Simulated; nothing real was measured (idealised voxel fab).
process module | voxel released beams
cross-section cut | 145 nm wide | cells 5 nm
A cross-section is a grid of square cells, given in bands from the top down. A band is one or more rows of cells.
Each band's line starts with the height of the band's top and of its bottom, in nm. Then come its materials from left to right, each with its width in nm. One material with "throughout" fills the band from edge to edge. "air" is empty space.
Height 0 is the level under which the wafer as received is all one material. The lowest band goes on downwards, as in "0 down".
A width such as "30 to 40" changes by the same amount from each row of cells to the next, from the band's top row to its bottom row.
"no change" after a step means that no cell of the cross-section changed.
closed voids: empty space of 8 cells or more with no open way to the top, each as width x height at its distance from the left edge, in nm
after a step's settings: what the simulator itself notes on the step
overlay nm, on a step with a mask: how far to the right of its planned place the mask lay; to the left if negative
plan
1 op RECEIVE | material Si
2 op CONFORMAL_DEP | material Al2O3 | thk nm 5
3 op DIRECTIONAL_DEP | material SiO2 | thk nm 15
4 op DIRECTIONAL_DEP | material aC | thk nm 10
5 op PATTERN | tone open | mask id ANCHOR | material resist | width nm 30 | thk nm 30 | overlay nm 0
6 op DIRECTIONAL_ETCH | etch materials aC | depth nm 10
7 op STRIP | etch materials resist
8 op DIRECTIONAL_ETCH | etch materials SiO2 | depth nm 15
9 op STRIP | etch materials aC
10 op CONFORMAL_DEP | material SiN | thk nm 10
11 op DIRECTIONAL_DEP | material aC | thk nm 15
12 op PATTERN | tone cover | mask id BEAM | material resist | width nm 90 | thk nm 35 | overlay nm 0
13 op DIRECTIONAL_ETCH | etch materials aC | depth nm 15
14 op STRIP | etch materials resist
15 op DIRECTIONAL_ETCH | etch materials SiN | depth nm 10
16 op STRIP | etch materials aC
17 op STRIP | etch materials SiO2
first wafer, as planned
as received, after step 1
  0 down: Si throughout
  closed voids: none
after step 2
  5 to 0: Al2O3 throughout
  below 0: unchanged
after step 3
  20 to 5: SiO2 throughout
  below 5: unchanged
after step 4
  30 to 20: aC throughout
  below 20: unchanged
after step 5
  60 to 30: resist 30 | air 30 | resist 85
  below 30: unchanged
after step 6
  50 to 30: resist 30 | air 30 | resist 85
  30 to 20: aC 30 | air 30 | aC 85
  below 20: unchanged
after step 7
  30 to 20: aC 30 | air 30 | aC 85
  below 20: unchanged
after step 8
  30 to 20: aC 30 | air 30 | aC 85
  20 to 5: SiO2 30 | air 30 | SiO2 85
  below 5: unchanged
after step 9
  20 to 5: SiO2 30 | air 30 | SiO2 85
  below 5: unchanged
after step 10
  30 to 20: SiN 40 | air 10 | SiN 95
  20 to 15: SiO2 30 | SiN 10 | air 10 | SiN 10 | SiO2 85
  15 to 5: SiO2 30 | SiN 30 | SiO2 85
  below 5: unchanged
after step 11
  45 to 30: aC 40 | air 10 | aC 95
  30 to 20: SiN 40 | aC 10 | SiN 95
  20 to 15: SiO2 30 | SiN 10 | aC 10 | SiN 10 | SiO2 85
  below 15: unchanged
after step 12
  80 to 45: air 25 | resist 90 | air 30
  45 to 30: aC 40 | resist 10 | aC 95
  below 30: unchanged
after step 13
  65 to 45: air 25 | resist 90 | air 30
  45 to 30: air 25 | aC 15 | resist 10 | aC 65 | air 30
  below 30: unchanged
after step 14
  45 to 30: air 25 | aC 15 | air 10 | aC 65 | air 30
  below 30: unchanged
after step 15
  45 to 30: air 25 | aC 15 | air 10 | aC 65 | air 30
  30 to 20: air 25 | SiN 15 | aC 10 | SiN 65 | air 30
  below 20: unchanged
after step 16
  30 to 20: air 25 | SiN 15 | air 10 | SiN 65 | air 30
  20 to 15: SiO2 30 | SiN 10 | air 10 | SiN 10 | SiO2 85
  below 15: unchanged
after step 17
  30 to 20: air 25 | SiN 15 | air 10 | SiN 65 | air 30
  20 to 15: air 30 | SiN 10 | air 10 | SiN 10 | air 85
  15 to 5: air 30 | SiN 30 | air 85
  below 5: unchanged
second wafer: like start, like plan, one mistake. Through step 11 it matches the first wafer
when step 12 should have ended
  80 to 45: air 15 | resist 90 | air 40
  45 to 30: aC 40 | resist 10 | aC 95
  below 30: unchanged
when step 13 should have ended
  65 to 45: air 15 | resist 90 | air 40
  45 to 30: air 15 | aC 25 | resist 10 | aC 55 | air 40
  below 30: unchanged
when step 14 should have ended
  45 to 30: air 15 | aC 25 | air 10 | aC 55 | air 40
  below 30: unchanged
when step 15 should have ended
  45 to 30: air 15 | aC 25 | air 10 | aC 55 | air 40
  30 to 20: air 15 | SiN 25 | aC 10 | SiN 55 | air 40
  below 20: unchanged
when step 16 should have ended
  30 to 20: air 15 | SiN 25 | air 10 | SiN 55 | air 40
  20 to 15: SiO2 30 | SiN 10 | air 10 | SiN 10 | SiO2 85
  below 15: unchanged
when step 17 should have ended
  30 to 20: air 15 | SiN 25 | air 10 | SiN 55 | air 40
  20 to 15: air 30 | SiN 10 | air 10 | SiN 10 | air 85
  15 to 5: air 30 | SiN 30 | air 85
  below 5: unchanged
what went wrong: step 12 ran as: op PATTERN | tone cover | mask id BEAM | material resist | width nm 90 | thk nm 35 | overlay nm -10
at the end the second wafer has, in cells: as many of each material as the first, in other places
